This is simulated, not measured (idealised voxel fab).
process module | voxel plated lines
cross-section cut | 270 nm wide | cells 5 nm
A cross-section is a grid of square cells, given in bands from the top down. A band is one or more rows of cells.
Each band's line starts with the height of the band's top and of its bottom, in nm. Then come its materials from left to right, each with its width in nm. One material with "throughout" fills the band from edge to edge. "air" is empty space.
Height 0 is the level under which the wafer as received is all one material. The lowest band goes on downwards, as in "0 down".
A width such as "30 to 40" changes by the same amount from each row of cells to the next, from the band's top row to its bottom row.
"no change" after a step means that no cell of the cross-section changed.
closed voids: empty space of 8 cells or more with no open way to the top, each as width x height at its distance from the left edge, in nm
after a step's settings: what the simulator itself notes on the step
overlay nm, on a step with a mask: how far to the right of its planned place the mask lay; to the left if negative
plan
1 op RECEIVE | material Si
2 op CONFORMAL_DEP | material SiO2 | thk nm 10
3 op DIRECTIONAL_DEP | material TiN | thk nm 5
4 op PATTERN | tone open | mask id LINES | material resist | width nm 25 | pitch nm 40 | thk nm 20 | overlay nm 0
5 op EPI | material Ru | thk nm 5
6 op STRIP | etch materials resist
7 op DIRECTIONAL_ETCH | etch materials TiN | depth nm 5
8 op CONFORMAL_DEP | material SiN | thk nm 5
first wafer, as planned
as received, after step 1
  0 down: Si throughout
  closed voids: none
after step 2
  10 to 0: SiO2 throughout
  below 0: unchanged
after step 3
  15 to 10: TiN throughout
  below 10: unchanged
after step 4
  35 to 15: resist 80 | air 25 | resist 15 | air 25 | resist 15 | air 25 | resist 85
  below 15: unchanged
after step 5
  35 to 20: resist 80 | air 25 | resist 15 | air 25 | resist 15 | air 25 | resist 85
  20 to 15: resist 80 | Ru 25 | resist 15 | Ru 25 | resist 15 | Ru 25 | resist 85
  below 15: unchanged
after step 6
  20 to 15: air 80 | Ru 25 | air 15 | Ru 25 | air 15 | Ru 25 | air 85
  below 15: unchanged
after step 7
  20 to 15: air 80 | Ru 25 | air 15 | Ru 25 | air 15 | Ru 25 | air 85
  15 to 10: air 80 | TiN 25 | air 15 | TiN 25 | air 15 | TiN 25 | air 85
  below 10: unchanged
after step 8
  25 to 20: air 75 | SiN 35 | air 5 | SiN 35 | air 5 | SiN 35 | air 80
  20 to 15: air 75 | SiN 5 | Ru 25 | SiN 5 | air 5 | SiN 5 | Ru 25 | SiN 5 | air 5 | SiN 5 | Ru 25 | SiN 5 | air 80
  15 to 10: SiN 80 | TiN 25 | SiN 15 | TiN 25 | SiN 15 | TiN 25 | SiN 85
  below 10: unchanged
second wafer: like start, like plan, one mistake. Through step 1 it matches the first wafer
when step 2 should have ended
  15 to 0: SiO2 throughout
  below 0: unchanged
when step 3 should have ended
  20 to 15: TiN throughout
  below 15: unchanged
when step 4 should have ended
  40 to 20: resist 80 | air 25 | resist 15 | air 25 | resist 15 | air 25 | resist 85
  below 20: unchanged
when step 5 should have ended
  40 to 25: resist 80 | air 25 | resist 15 | air 25 | resist 15 | air 25 | resist 85
  25 to 20: resist 80 | Ru 25 | resist 15 | Ru 25 | resist 15 | Ru 25 | resist 85
  below 20: unchanged
when step 6 should have ended
  25 to 20: air 80 | Ru 25 | air 15 | Ru 25 | air 15 | Ru 25 | air 85
  below 20: unchanged
when step 7 should have ended
  25 to 20: air 80 | Ru 25 | air 15 | Ru 25 | air 15 | Ru 25 | air 85
  20 to 15: air 80 | TiN 25 | air 15 | TiN 25 | air 15 | TiN 25 | air 85
  below 15: unchanged
when step 8 should have ended
  30 to 25: air 75 | SiN 35 | air 5 | SiN 35 | air 5 | SiN 35 | air 80
  25 to 20: air 75 | SiN 5 | Ru 25 | SiN 5 | air 5 | SiN 5 | Ru 25 | SiN 5 | air 5 | SiN 5 | Ru 25 | SiN 5 | air 80
  20 to 15: SiN 80 | TiN 25 | SiN 15 | TiN 25 | SiN 15 | TiN 25 | SiN 85
  below 15: unchanged
what went wrong: step 2 ran as: op CONFORMAL_DEP | material SiO2 | thk nm 15
at the end the second wafer has, in cells: 54 more of SiO2
